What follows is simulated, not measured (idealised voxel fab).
The name of this process module is voxel fin reveal.
This is section cut - it's 195 nm across, gridded in 5 nm square cells.
Throughout this document, each cross-section is represented as a grid of square cells and is presented as a sequence of bands enumerated from the top downward, where a band comprises one or more rows of cells. Band: top and bottom heights (nm) first, top before bottom; then materials from left to right, widths in nm. "throughout" marks a sole material filling the band edge to edge. "empty" denotes empty space. Heads up on the height convention: 0 is the point under which the incoming wafer is all one material, and the lowest band has no bottom, it just keeps going down, like "top 0, no bottom". The width entry "30..40" should be interpreted row by row: the top row of cells in the band takes the first number, the bottom row takes the second number, and the change between adjacent rows is uniform throughout. Step note "nothing got changed" = no cross-section cell changed. You'll see "Sealed cavities" listing empty spaces that have no way open to the top, as long as they're 8 cells or more; the notation is width x height at distance, where the distance is from the left edge, and all of it is in nm. Note: text after step settings on the step line = simulator remark on that step. When a step includes a mask, the "overlay nm" setting on its line states how far to the right of its planned place that mask lay, and negative values state how far to the left.

# Here's what the planned process steps look like
1 RECEIVE | material Si
2 CONFORMAL_DEP | material SiN | thk nm 10
3 DIRECTIONAL_DEP | material aC | thk nm 10
4 PATTERN | tone cover | mask id FINS | material resist | width nm 15 | pitch nm 40 | thk nm 30 | overlay nm 0
5 DIRECTIONAL_ETCH | etch materials aC | depth nm 10
6 STRIP | etch materials resist
7 DIRECTIONAL_ETCH | etch materials SiN | depth nm 10
8 DIRECTIONAL_ETCH | etch materials Si | depth nm 40
9 STRIP | etch materials aC
10 OXIDIZE | depth nm 5
11 FILL_DEP | material SiO2 | thk nm 15
12 CMP | height nm 10
13 SELECTIVE_ETCH | etch materials SiO2 | depth nm 40
14 STRIP | etch materials SiN
15 CONFORMAL_DEP | material SiO2 | thk nm 5

# Cross-section of the incoming wafer, state after step 1
top 0, no bottom  Si throughout
Sealed cavities: none

# Cross-section, first of two wafers, end of module, run as planned
top 5, bottom 0  empty 70 / SiO2 15 / empty 25 / SiO2 15 / empty 70
top 0, bottom -25  empty 70 / SiO2 5 / Si 5 / SiO2 5 / empty 25 / SiO2 5 / Si 5 / SiO2 5 / empty 70
top -25, bottom -45  SiO2 75 / Si 5 / SiO2 35 / Si 5 / SiO2 75
top -45, no bottom  Si throughout
Sealed cavities: none

# Cross-sectional view: second of two wafers, end of module; start and plan identical to the first, one mistake in running
top 5, bottom 0  empty 70 / SiO2 15 / empty 25 / SiO2 15 / empty 70
top 0, bottom -25  empty 70 / SiO2 5 / Si 5 / SiO2 5 / empty 25 / SiO2 5 / Si 5 / SiO2 5 / empty 70
top -25, bottom -35  SiO2 35 / empty 35 / SiO2 5 / Si 5 / SiO2 5 / empty 25 / SiO2 5 / Si 5 / SiO2 5 / empty 35 / SiO2 35
top -35, bottom -45  SiO2 75 / Si 5 / SiO2 35 / Si 5 / SiO2 75
top -45, no bottom  Si throughout
Sealed cavities: none
Plan not followed: steps 13 and 14 were swapped
Final wafer comparison in cells, second versus first, more or fewer per material: -38 SiO2
